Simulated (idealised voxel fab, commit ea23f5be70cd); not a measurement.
Herein follows the process module entitled voxel ribs on slabs.
The width of the displayed cross-section, cut, is 170 nm; its cells are square, with a size of 5 nm.
Throughout this document, each cross-section is represented as a grid of square cells and is presented as a sequence of bands enumerated from the top downward, where a band comprises one or more rows of cells.
Within each band entry, the heights of the top and of the bottom of the band appear first, in that order and in nm; the materials of the band then follow from left to right, each with its corresponding width in nm. The designation "all across" on a single material indicates that it fills the band from edge to edge; the designation "air" indicates empty space.
A quick word on heights: they are counted from 0, and under that level the wafer as it came to us is one material throughout. The lowest band is different from the rest in having no bottom; it simply continues downward, written as in "0 nm and below".
Read "30..40" as a graded width: first number on top, second number at the bottom, same change between each pair of neighbouring rows.
A step reported as "no change occurred" is a step in which no cell of the cross-section changed.
Voids not open to the top, 8 cells minimum: see "Catalogued sealed voids". Written width x height at distance; distance is from the left edge; nm.
Note: text after step settings on the step line = simulator remark on that step.
overlay nm: right-of-plan distance of the mask on a masked step; negative values mean left-of-plan.
### The steps planned for the process are as follows
1 RECEIVE with material Si
2 DIRECTIONAL_DEP with material SiO2, thk nm 20
3 DIRECTIONAL_DEP with material polySi, thk nm 15
4 MASKED_ETCH with tone cover, mask id RIB, width nm 30, etch materials polySi, depth nm 10, overlay nm 0
5 DIRECTIONAL_DEP with material aC, thk nm 15
6 PATTERN with tone cover, mask id SLAB, material resist, width nm 70, thk nm 35, overlay nm 0
7 DIRECTIONAL_ETCH with etch materials aC, depth nm 15
8 STRIP with etch materials resist
9 DIRECTIONAL_ETCH with etch materials polySi, depth nm 5
10 STRIP with etch materials aC
11 FILL_DEP with material SiO2, thk nm 15
12 CMP with height nm 45
13 DIRECTIONAL_DEP with material W, thk nm 10
14 DIRECTIONAL_DEP with material aC, thk nm 10
15 PATTERN with tone cover, mask id HEATER, material resist, width nm 40, thk nm 25, overlay nm 0
16 DIRECTIONAL_ETCH with etch materials aC, depth nm 10
17 STRIP with etch materials resist
18 DIRECTIONAL_ETCH with etch materials W, depth nm 10
19 STRIP with etch materials aC
20 CONFORMAL_DEP with material SiN, thk nm 10
### As received (post step 1): cross-section
    0 nm and below | Si all across
    Catalogued sealed voids: none
### First of two wafers, end-of-module section, run followed plan
    65 nm to 55 nm | air: 55 / SiN: 60 / air: 55
    55 nm to 45 nm | SiN: 65 / W: 40 / SiN: 65
    45 nm to 35 nm | SiO2 all across
    35 nm to 25 nm | SiO2: 70 / polySi: 30 / SiO2: 70
    25 nm to 20 nm | SiO2: 50 / polySi: 70 / SiO2: 50
    20 nm to 0 nm | SiO2 all across
    0 nm and below | Si all across
    Catalogued sealed voids: none
### Wafer two (of two), end-of-module cross-section: start = wafer one, plan = wafer one, one run mistake
    55 nm to 45 nm | air: 65 / W: 40 / air: 65
    45 nm to 35 nm | SiO2 all across
    35 nm to 25 nm | SiO2: 70 / polySi: 30 / SiO2: 70
    25 nm to 20 nm | SiO2: 50 / polySi: 70 / SiO2: 50
    20 nm to 0 nm | SiO2 all across
    0 nm and below | Si all across
    Catalogued sealed voids: none
In executing the process, a mistake was made relative to the plan: step 20 of the plan never got run, it was skipped over
Upon completion, the second wafer contains, in terms of cells, a greater or smaller amount of certain materials than the first wafer: -76 SiN
